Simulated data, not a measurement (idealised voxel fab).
process module | voxel self aligned contacts
cross-section cut | 265 nm wide | cells 5 nm
A cross-section is a grid of square cells, given in bands from the top down. A band is one or more rows of cells.
Each band's line starts with the height of the band's top and of its bottom, in nm. Then come its materials from left to right, each with its width in nm. One material with "throughout" fills the band from edge to edge. "air" is empty space.
Height 0 is the level under which the wafer as received is all one material. The lowest band goes on downwards, as in "0 down".
A width such as "30 to 40" changes by the same amount from each row of cells to the next, from the band's top row to its bottom row.
"no change" after a step means that no cell of the cross-section changed.
closed voids: empty space of 8 cells or more with no open way to the top, each as width x height at its distance from the left edge, in nm
after a step's settings: what the simulator itself notes on the step
overlay nm, on a step with a mask: how far to the right of its planned place the mask lay; to the left if negative
plan
1 op RECEIVE | material Si
2 op CONFORMAL_DEP | material SiO2 | thk nm 5
3 op DIRECTIONAL_DEP | material polySi | thk nm 25
4 op DIRECTIONAL_DEP | material SiN | thk nm 20
5 op DIRECTIONAL_DEP | material aC | thk nm 10
6 op PATTERN | tone cover | mask id GATE | material resist | width nm 25 | pitch nm 70 | thk nm 30 | overlay nm 0
7 op DIRECTIONAL_ETCH | etch materials aC | depth nm 10
8 op STRIP | etch materials resist
9 op DIRECTIONAL_ETCH | etch materials SiN | depth nm 20
10 op DIRECTIONAL_ETCH | etch materials polySi | depth nm 25
11 op STRIP | etch materials aC
12 op CONFORMAL_DEP | material SiN | thk nm 10
13 op DIRECTIONAL_ETCH | etch materials SiN | depth nm 10
14 op FILL_DEP | material SiO2 | thk nm 15
15 op CMP | height nm 55
16 op DIRECTIONAL_DEP | material aC | thk nm 15
17 op PATTERN | tone open | mask id CONTACT | material resist | width nm 55 | thk nm 35 | overlay nm 0
18 op DIRECTIONAL_ETCH | etch materials aC | depth nm 15
19 op STRIP | etch materials resist
20 op DIRECTIONAL_ETCH | etch materials SiO2 | depth nm 55
21 op STRIP | etch materials aC
22 op CONFORMAL_DEP | material TiN | thk nm 5
23 op FILL_DEP | material Ru | thk nm 10
24 op CMP | height nm 55
25 op CONFORMAL_DEP | material SiN | thk nm 5
as received, after step 1
  0 down: Si throughout
  closed voids: none
first wafer at the end, as planned
  60 to 55: SiN throughout
  55 to 50: SiO2 105 | TiN 20 | Ru 15 | TiN 20 | SiO2 105
  50 to 30: SiO2 75 | SiN 45 | TiN 5 | Ru 15 | TiN 5 | SiN 45 | SiO2 75
  30 to 5: SiO2 75 | SiN 10 | polySi 25 | SiN 10 | TiN 5 | Ru 15 | TiN 5 | SiN 10 | polySi 25 | SiN 10 | SiO2 75
  5 to 0: SiO2 120 | TiN 25 | SiO2 120
  0 down: Si throughout
  closed voids: none
second wafer at the end: like start, like plan, one mistake
  60 to 55: SiN throughout
  55 to 50: SiO2 105 | TiN 20 | Ru 15 | TiN 20 | SiO2 105
  50 to 30: SiO2 75 | SiN 10 | polySi 25 | SiN 10 | TiN 5 | Ru 15 | TiN 5 | SiN 10 | polySi 25 | SiN 10 | SiO2 75
  30 to 25: SiO2 75 | SiN 10 | polySi 25 | SiN 10 | TiN 25 | SiN 10 | polySi 25 | SiN 10 | SiO2 75
  25 to 5: SiN throughout
  5 to 0: SiO2 throughout
  0 down: Si throughout
  closed voids: none
what went wrong: steps 3 and 4 were swapped
at the end the second wafer has, in cells: 15 fewer of Ru | 140 more of SiN | 115 fewer of SiO2 | 10 fewer of TiN
